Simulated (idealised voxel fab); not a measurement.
process module | voxel wiring stack
cross-section cut | 270 nm wide | cells 5 nm
A cross-section is a grid of square cells, given in bands from the top down. A band is one or more rows of cells.
Each band's line starts with the height of the band's top and of its bottom, in nm. Then come its materials from left to right, each with its width in nm. One material with "throughout" fills the band from edge to edge. "air" is empty space.
Height 0 is the level under which the wafer as received is all one material. The lowest band goes on downwards, as in "0 down".
A width such as "30 to 40" changes by the same amount from each row of cells to the next, from the band's top row to its bottom row.
"no change" after a step means that no cell of the cross-section changed.
closed voids: empty space of 8 cells or more with no open way to the top, each as width x height at its distance from the left edge, in nm
after a step's settings: what the simulator itself notes on the step
overlay nm, on a step with a mask: how far to the right of its planned place the mask lay; to the left if negative
plan
1 op RECEIVE | material Si
2 op CONFORMAL_DEP | material SiO2 | thk nm 15
3 op CONFORMAL_DEP | material SiCN | thk nm 5
4 op DIRECTIONAL_DEP | material SiO2 | thk nm 20
5 op PATTERN | tone open | mask id METAL_1 | material resist | width nm 25 | pitch nm 45 | thk nm 20 | overlay nm 0
6 op DIRECTIONAL_ETCH | etch materials SiO2 | depth nm 20
7 op DIRECTIONAL_ETCH | etch materials SiCN | depth nm 5
8 op STRIP | etch materials resist
9 op CONFORMAL_DEP | material TiN | thk nm 5
10 op FILL_DEP | material Ru | thk nm 5
11 op CMP | height nm 40
12 op CONFORMAL_DEP | material SiCN | thk nm 5
13 op DIRECTIONAL_DEP | material SiO2 | thk nm 10
14 op PATTERN | tone open | mask id PLUG_1 | material resist | width nm 15 | pitch nm 45 | thk nm 20 | overlay nm 0
15 op DIRECTIONAL_ETCH | etch materials SiO2 | depth nm 10
16 op DIRECTIONAL_ETCH | etch materials SiCN | depth nm 5
17 op STRIP | etch materials resist
18 op EPI | material Ru | thk nm 10
19 op EPI | material Ru | thk nm 5
20 op CONFORMAL_DEP | material SiN | thk nm 5
21 op DIRECTIONAL_DEP | material lowk | thk nm 20
22 op PATTERN | tone open | mask id METAL_2 | material resist | width nm 25 | pitch nm 45 | thk nm 20 | overlay nm 0
23 op DIRECTIONAL_ETCH | etch materials lowk | depth nm 20
24 op DIRECTIONAL_ETCH | etch materials SiN | depth nm 5
25 op STRIP | etch materials resist
26 op CONFORMAL_DEP | material TiN | thk nm 5
27 op FILL_DEP | material Cu | thk nm 5
28 op CMP | height nm 80
29 op CONFORMAL_DEP | material SiCN | thk nm 5
30 op DIRECTIONAL_DEP | material lowk | thk nm 30
31 op MASKED_ETCH | tone open | mask id METAL_3_HOLES | width nm 15 | pitch nm 90 | etch materials lowk | depth nm 30 | overlay nm 0
32 op DIRECTIONAL_DEP | material aC | thk nm 10
33 op PATTERN | tone open | mask id METAL_3 | material resist | width nm 25 | pitch nm 45 | thk nm 25 | overlay nm 0
34 op DIRECTIONAL_ETCH | etch materials aC | depth nm 10
35 op STRIP | etch materials resist
36 op DIRECTIONAL_ETCH | etch materials lowk | depth nm 15
37 op DIRECTIONAL_ETCH | etch materials SiCN | depth nm 5
38 op STRIP | etch materials aC
39 op CONFORMAL_DEP | material TiN | thk nm 5
40 op FILL_DEP | material Cu | thk nm 10
41 op CMP | height nm 115
42 op CONFORMAL_DEP | material SiN | thk nm 5
first wafer, as planned
as received, after step 1
  0 down: Si throughout
  closed voids: none
after step 2
  15 to 0: SiO2 throughout
  below 0: unchanged
after step 3
  20 to 15: SiCN throughout
  below 15: unchanged
after step 4
  40 to 20: SiO2 throughout
  below 20: unchanged
after step 5
  60 to 40: resist 55 | air 25 | resist 20 | air 25 | resist 20 | air 25 | resist 20 | air 25 | resist 55
  below 40: unchanged
after step 6
  60 to 40: resist 55 | air 25 | resist 20 | air 25 | resist 20 | air 25 | resist 20 | air 25 | resist 55
  40 to 20: SiO2 55 | air 25 | SiO2 20 | air 25 | SiO2 20 | air 25 | SiO2 20 | air 25 | SiO2 55
  below 20: unchanged
after step 7
  60 to 40: resist 55 | air 25 | resist 20 | air 25 | resist 20 | air 25 | resist 20 | air 25 | resist 55
  40 to 20: SiO2 55 | air 25 | SiO2 20 | air 25 | SiO2 20 | air 25 | SiO2 20 | air 25 | SiO2 55
  20 to 15: SiCN 55 | air 25 | SiCN 20 | air 25 | SiCN 20 | air 25 | SiCN 20 | air 25 | SiCN 55
  below 15: unchanged
after step 8
  40 to 20: SiO2 55 | air 25 | SiO2 20 | air 25 | SiO2 20 | air 25 | SiO2 20 | air 25 | SiO2 55
  below 20: unchanged
after step 9
  45 to 40: TiN 60 | air 15 | TiN 30 | air 15 | TiN 30 | air 15 | TiN 30 | air 15 | TiN 60
  40 to 20: SiO2 55 | TiN 5 | air 15 | TiN 5 | SiO2 20 | TiN 5 | air 15 | TiN 5 | SiO2 20 | TiN 5 | air 15 | TiN 5 | SiO2 20 | TiN 5 | air 15 | TiN 5 | SiO2 55
  20 to 15: SiCN 55 | TiN 25 | SiCN 20 | TiN 25 | SiCN 20 | TiN 25 | SiCN 20 | TiN 25 | SiCN 55
  below 15: unchanged
after step 10
  50 to 45: Ru throughout
  45 to 40: TiN 60 | Ru 15 | TiN 30 | Ru 15 | TiN 30 | Ru 15 | TiN 30 | Ru 15 | TiN 60
  40 to 20: SiO2 55 | TiN 5 | Ru 15 | TiN 5 | SiO2 20 | TiN 5 | Ru 15 | TiN 5 | SiO2 20 | TiN 5 | Ru 15 | TiN 5 | SiO2 20 | TiN 5 | Ru 15 | TiN 5 | SiO2 55
  below 20: unchanged
after step 11
  40 to 20: SiO2 55 | TiN 5 | Ru 15 | TiN 5 | SiO2 20 | TiN 5 | Ru 15 | TiN 5 | SiO2 20 | TiN 5 | Ru 15 | TiN 5 | SiO2 20 | TiN 5 | Ru 15 | TiN 5 | SiO2 55
  below 20: unchanged
after step 12
  45 to 40: SiCN throughout
  below 40: unchanged
after step 13
  55 to 45: SiO2 throughout
  below 45: unchanged
after step 14
  75 to 55: resist 55 | air 15 | resist 30 | air 15 | resist 30 | air 15 | resist 30 | air 15 | resist 65
  below 55: unchanged
after step 15
  75 to 55: resist 55 | air 15 | resist 30 | air 15 | resist 30 | air 15 | resist 30 | air 15 | resist 65
  55 to 45: SiO2 55 | air 15 | SiO2 30 | air 15 | SiO2 30 | air 15 | SiO2 30 | air 15 | SiO2 65
  below 45: unchanged
after step 16
  75 to 55: resist 55 | air 15 | resist 30 | air 15 | resist 30 | air 15 | resist 30 | air 15 | resist 65
  55 to 45: SiO2 55 | air 15 | SiO2 30 | air 15 | SiO2 30 | air 15 | SiO2 30 | air 15 | SiO2 65
  45 to 40: SiCN 55 | air 15 | SiCN 30 | air 15 | SiCN 30 | air 15 | SiCN 30 | air 15 | SiCN 65
  below 40: unchanged
after step 17
  55 to 45: SiO2 55 | air 15 | SiO2 30 | air 15 | SiO2 30 | air 15 | SiO2 30 | air 15 | SiO2 65
  below 45: unchanged
after step 18
  55 to 50: SiO2 55 | air 15 | SiO2 30 | air 15 | SiO2 30 | air 15 | SiO2 30 | air 15 | SiO2 65
  50 to 45: SiO2 55 | Ru 15 | SiO2 30 | Ru 15 | SiO2 30 | Ru 15 | SiO2 30 | Ru 15 | SiO2 65
  45 to 40: SiCN 55 | Ru 15 | SiCN 30 | Ru 15 | SiCN 30 | Ru 15 | SiCN 30 | Ru 15 | SiCN 65
  below 40: unchanged
after step 19
  55 to 45: SiO2 55 | Ru 15 | SiO2 30 | Ru 15 | SiO2 30 | Ru 15 | SiO2 30 | Ru 15 | SiO2 65
  below 45: unchanged
after step 20
  60 to 55: SiN throughout
  below 55: unchanged
after step 21
  80 to 60: lowk throughout
  below 60: unchanged
after step 22
  100 to 80: resist 55 | air 25 | resist 20 | air 25 | resist 20 | air 25 | resist 20 | air 25 | resist 55
  below 80: unchanged
after step 23
  100 to 80: resist 55 | air 25 | resist 20 | air 25 | resist 20 | air 25 | resist 20 | air 25 | resist 55
  80 to 60: lowk 55 | air 25 | lowk 20 | air 25 | lowk 20 | air 25 | lowk 20 | air 25 | lowk 55
  below 60: unchanged
after step 24
  100 to 80: resist 55 | air 25 | resist 20 | air 25 | resist 20 | air 25 | resist 20 | air 25 | resist 55
  80 to 60: lowk 55 | air 25 | lowk 20 | air 25 | lowk 20 | air 25 | lowk 20 | air 25 | lowk 55
  60 to 55: SiN 55 | air 25 | SiN 20 | air 25 | SiN 20 | air 25 | SiN 20 | air 25 | SiN 55
  below 55: unchanged
after step 25
  80 to 60: lowk 55 | air 25 | lowk 20 | air 25 | lowk 20 | air 25 | lowk 20 | air 25 | lowk 55
  below 60: unchanged
after step 26
  85 to 80: TiN 60 | air 15 | TiN 30 | air 15 | TiN 30 | air 15 | TiN 30 | air 15 | TiN 60
  80 to 60: lowk 55 | TiN 5 | air 15 | TiN 5 | lowk 20 | TiN 5 | air 15 | TiN 5 | lowk 20 | TiN 5 | air 15 | TiN 5 | lowk 20 | TiN 5 | air 15 | TiN 5 | lowk 55
  60 to 55: SiN 55 | TiN 25 | SiN 20 | TiN 25 | SiN 20 | TiN 25 | SiN 20 | TiN 25 | SiN 55
  below 55: unchanged
after step 27
  90 to 85: Cu throughout
  85 to 80: TiN 60 | Cu 15 | TiN 30 | Cu 15 | TiN 30 | Cu 15 | TiN 30 | Cu 15 | TiN 60
  80 to 60: lowk 55 | TiN 5 | Cu 15 | TiN 5 | lowk 20 | TiN 5 | Cu 15 | TiN 5 | lowk 20 | TiN 5 | Cu 15 | TiN 5 | lowk 20 | TiN 5 | Cu 15 | TiN 5 | lowk 55
  below 60: unchanged
after step 28
  80 to 60: lowk 55 | TiN 5 | Cu 15 | TiN 5 | lowk 20 | TiN 5 | Cu 15 | TiN 5 | lowk 20 | TiN 5 | Cu 15 | TiN 5 | lowk 20 | TiN 5 | Cu 15 | TiN 5 | lowk 55
  below 60: unchanged
after step 29
  85 to 80: SiCN throughout
  below 80: unchanged
after step 30
  115 to 85: lowk throughout
  below 85: unchanged
after step 31
  115 to 85: lowk 55 | air 15 | lowk 75 | air 15 | lowk 110
  below 85: unchanged
after step 32
  125 to 115: aC 55 | air 15 | aC 75 | air 15 | aC 110
  115 to 95: lowk 55 | air 15 | lowk 75 | air 15 | lowk 110
  95 to 85: lowk 55 | aC 15 | lowk 75 | aC 15 | lowk 110
  below 85: unchanged
after step 33
  150 to 125: resist 55 | air 25 | resist 20 | air 25 | resist 20 | air 25 | resist 20 | air 25 | resist 55
  below 125: unchanged
after step 34
  140 to 125: resist 55 | air 25 | resist 20 | air 25 | resist 20 | air 25 | resist 20 | air 25 | resist 55
  125 to 115: aC 55 | air 25 | aC 20 | air 25 | aC 20 | air 25 | aC 20 | air 25 | aC 55
  115 to 85: lowk 55 | air 15 | lowk 75 | air 15 | lowk 110
  below 85: unchanged
after step 35
  125 to 115: aC 55 | air 25 | aC 20 | air 25 | aC 20 | air 25 | aC 20 | air 25 | aC 55
  below 115: unchanged
after step 36
  125 to 115: aC 55 | air 25 | aC 20 | air 25 | aC 20 | air 25 | aC 20 | air 25 | aC 55
  115 to 100: lowk 55 | air 25 | lowk 20 | air 25 | lowk 20 | air 25 | lowk 20 | air 25 | lowk 55
  below 100: unchanged
after step 37
  125 to 115: aC 55 | air 25 | aC 20 | air 25 | aC 20 | air 25 | aC 20 | air 25 | aC 55
  115 to 100: lowk 55 | air 25 | lowk 20 | air 25 | lowk 20 | air 25 | lowk 20 | air 25 | lowk 55
  100 to 85: lowk 55 | air 15 | lowk 75 | air 15 | lowk 110
  85 to 80: SiCN 55 | air 15 | SiCN 75 | air 15 | SiCN 110
  below 80: unchanged
after step 38
  115 to 100: lowk 55 | air 25 | lowk 20 | air 25 | lowk 20 | air 25 | lowk 20 | air 25 | lowk 55
  below 100: unchanged
after step 39
  120 to 115: TiN 60 | air 15 | TiN 30 | air 15 | TiN 30 | air 15 | TiN 30 | air 15 | TiN 60
  115 to 105: lowk 55 | TiN 5 | air 15 | TiN 5 | lowk 20 | TiN 5 | air 15 | TiN 5 | lowk 20 | TiN 5 | air 15 | TiN 5 | lowk 20 | TiN 5 | air 15 | TiN 5 | lowk 55
  105 to 100: lowk 55 | TiN 5 | air 5 | TiN 15 | lowk 20 | TiN 25 | lowk 20 | TiN 5 | air 5 | TiN 15 | lowk 20 | TiN 25 | lowk 55
  100 to 85: lowk 55 | TiN 5 | air 5 | TiN 5 | lowk 75 | TiN 5 | air 5 | TiN 5 | lowk 110
  85 to 80: SiCN 55 | TiN 15 | SiCN 75 | TiN 15 | SiCN 110
  below 80: unchanged
after step 40
  130 to 120: Cu throughout
  120 to 115: TiN 60 | Cu 15 | TiN 30 | Cu 15 | TiN 30 | Cu 15 | TiN 30 | Cu 15 | TiN 60
  115 to 105: lowk 55 | TiN 5 | Cu 15 | TiN 5 | lowk 20 | TiN 5 | Cu 15 | TiN 5 | lowk 20 | TiN 5 | Cu 15 | TiN 5 | lowk 20 | TiN 5 | Cu 15 | TiN 5 | lowk 55
  105 to 100: lowk 55 | TiN 5 | Cu 5 | TiN 15 | lowk 20 | TiN 25 | lowk 20 | TiN 5 | Cu 5 | TiN 15 | lowk 20 | TiN 25 | lowk 55
  100 to 85: lowk 55 | TiN 5 | Cu 5 | TiN 5 | lowk 75 | TiN 5 | Cu 5 | TiN 5 | lowk 110
  below 85: unchanged
after step 41
  115 to 105: lowk 55 | TiN 5 | Cu 15 | TiN 5 | lowk 20 | TiN 5 | Cu 15 | TiN 5 | lowk 20 | TiN 5 | Cu 15 | TiN 5 | lowk 20 | TiN 5 | Cu 15 | TiN 5 | lowk 55
  below 105: unchanged
after step 42
  120 to 115: SiN throughout
  below 115: unchanged
second wafer: like start, like plan, one mistake. Through step 19 it matches the first wafer
when step 20 should have ended
  60 to 55: SiO2 throughout
  below 55: unchanged
when step 21 should have ended
  80 to 60: lowk throughout
  below 60: unchanged
when step 22 should have ended
  100 to 80: resist 55 | air 25 | resist 20 | air 25 | resist 20 | air 25 | resist 20 | air 25 | resist 55
  below 80: unchanged
when step 23 should have ended
  100 to 80: resist 55 | air 25 | resist 20 | air 25 | resist 20 | air 25 | resist 20 | air 25 | resist 55
  80 to 60: lowk 55 | air 25 | lowk 20 | air 25 | lowk 20 | air 25 | lowk 20 | air 25 | lowk 55
  below 60: unchanged
when step 24 should have ended: no change
when step 25 should have ended
  80 to 60: lowk 55 | air 25 | lowk 20 | air 25 | lowk 20 | air 25 | lowk 20 | air 25 | lowk 55
  below 60: unchanged
when step 26 should have ended
  85 to 80: TiN 60 | air 15 | TiN 30 | air 15 | TiN 30 | air 15 | TiN 30 | air 15 | TiN 60
  80 to 65: lowk 55 | TiN 5 | air 15 | TiN 5 | lowk 20 | TiN 5 | air 15 | TiN 5 | lowk 20 | TiN 5 | air 15 | TiN 5 | lowk 20 | TiN 5 | air 15 | TiN 5 | lowk 55
  65 to 60: lowk 55 | TiN 25 | lowk 20 | TiN 25 | lowk 20 | TiN 25 | lowk 20 | TiN 25 | lowk 55
  below 60: unchanged
when step 27 should have ended
  90 to 85: Cu throughout
  85 to 80: TiN 60 | Cu 15 | TiN 30 | Cu 15 | TiN 30 | Cu 15 | TiN 30 | Cu 15 | TiN 60
  80 to 65: lowk 55 | TiN 5 | Cu 15 | TiN 5 | lowk 20 | TiN 5 | Cu 15 | TiN 5 | lowk 20 | TiN 5 | Cu 15 | TiN 5 | lowk 20 | TiN 5 | Cu 15 | TiN 5 | lowk 55
  below 65: unchanged
when step 28 should have ended
  80 to 65: lowk 55 | TiN 5 | Cu 15 | TiN 5 | lowk 20 | TiN 5 | Cu 15 | TiN 5 | lowk 20 | TiN 5 | Cu 15 | TiN 5 | lowk 20 | TiN 5 | Cu 15 | TiN 5 | lowk 55
  below 65: unchanged
when step 29 should have ended
  85 to 80: SiCN throughout
  below 80: unchanged
when step 30 should have ended
  115 to 85: lowk throughout
  below 85: unchanged
when step 31 should have ended
  115 to 85: lowk 55 | air 15 | lowk 75 | air 15 | lowk 110
  below 85: unchanged
when step 32 should have ended
  125 to 115: aC 55 | air 15 | aC 75 | air 15 | aC 110
  115 to 95: lowk 55 | air 15 | lowk 75 | air 15 | lowk 110
  95 to 85: lowk 55 | aC 15 | lowk 75 | aC 15 | lowk 110
  below 85: unchanged
when step 33 should have ended
  150 to 125: resist 55 | air 25 | resist 20 | air 25 | resist 20 | air 25 | resist 20 | air 25 | resist 55
  below 125: unchanged
when step 34 should have ended
  140 to 125: resist 55 | air 25 | resist 20 | air 25 | resist 20 | air 25 | resist 20 | air 25 | resist 55
  125 to 115: aC 55 | air 25 | aC 20 | air 25 | aC 20 | air 25 | aC 20 | air 25 | aC 55
  115 to 85: lowk 55 | air 15 | lowk 75 | air 15 | lowk 110
  below 85: unchanged
when step 35 should have ended
  125 to 115: aC 55 | air 25 | aC 20 | air 25 | aC 20 | air 25 | aC 20 | air 25 | aC 55
  below 115: unchanged
when step 36 should have ended
  125 to 115: aC 55 | air 25 | aC 20 | air 25 | aC 20 | air 25 | aC 20 | air 25 | aC 55
  115 to 100: lowk 55 | air 25 | lowk 20 | air 25 | lowk 20 | air 25 | lowk 20 | air 25 | lowk 55
  below 100: unchanged
when step 37 should have ended
  125 to 115: aC 55 | air 25 | aC 20 | air 25 | aC 20 | air 25 | aC 20 | air 25 | aC 55
  115 to 100: lowk 55 | air 25 | lowk 20 | air 25 | lowk 20 | air 25 | lowk 20 | air 25 | lowk 55
  100 to 85: lowk 55 | air 15 | lowk 75 | air 15 | lowk 110
  85 to 80: SiCN 55 | air 15 | SiCN 75 | air 15 | SiCN 110
  below 80: unchanged
when step 38 should have ended
  115 to 100: lowk 55 | air 25 | lowk 20 | air 25 | lowk 20 | air 25 | lowk 20 | air 25 | lowk 55
  below 100: unchanged
when step 39 should have ended
  120 to 115: TiN 60 | air 15 | TiN 30 | air 15 | TiN 30 | air 15 | TiN 30 | air 15 | TiN 60
  115 to 105: lowk 55 | TiN 5 | air 15 | TiN 5 | lowk 20 | TiN 5 | air 15 | TiN 5 | lowk 20 | TiN 5 | air 15 | TiN 5 | lowk 20 | TiN 5 | air 15 | TiN 5 | lowk 55
  105 to 100: lowk 55 | TiN 5 | air 5 | TiN 15 | lowk 20 | TiN 25 | lowk 20 | TiN 5 | air 5 | TiN 15 | lowk 20 | TiN 25 | lowk 55
  100 to 85: lowk 55 | TiN 5 | air 5 | TiN 5 | lowk 75 | TiN 5 | air 5 | TiN 5 | lowk 110
  85 to 80: SiCN 55 | TiN 15 | SiCN 75 | TiN 15 | SiCN 110
  below 80: unchanged
when step 40 should have ended
  130 to 120: Cu throughout
  120 to 115: TiN 60 | Cu 15 | TiN 30 | Cu 15 | TiN 30 | Cu 15 | TiN 30 | Cu 15 | TiN 60
  115 to 105: lowk 55 | TiN 5 | Cu 15 | TiN 5 | lowk 20 | TiN 5 | Cu 15 | TiN 5 | lowk 20 | TiN 5 | Cu 15 | TiN 5 | lowk 20 | TiN 5 | Cu 15 | TiN 5 | lowk 55
  105 to 100: lowk 55 | TiN 5 | Cu 5 | TiN 15 | lowk 20 | TiN 25 | lowk 20 | TiN 5 | Cu 5 | TiN 15 | lowk 20 | TiN 25 | lowk 55
  100 to 85: lowk 55 | TiN 5 | Cu 5 | TiN 5 | lowk 75 | TiN 5 | Cu 5 | TiN 5 | lowk 110
  below 85: unchanged
when step 41 should have ended
  115 to 105: lowk 55 | TiN 5 | Cu 15 | TiN 5 | lowk 20 | TiN 5 | Cu 15 | TiN 5 | lowk 20 | TiN 5 | Cu 15 | TiN 5 | lowk 20 | TiN 5 | Cu 15 | TiN 5 | lowk 55
  below 105: unchanged
when step 42 should have ended
  120 to 115: SiN throughout
  below 115: unchanged
what went wrong: step 20 ran as: op CONFORMAL_DEP | material SiO2 | thk nm 5
at the end the second wafer has, in cells: 12 fewer of Cu | 34 fewer of SiN | 54 more of SiO2 | 8 fewer of TiN
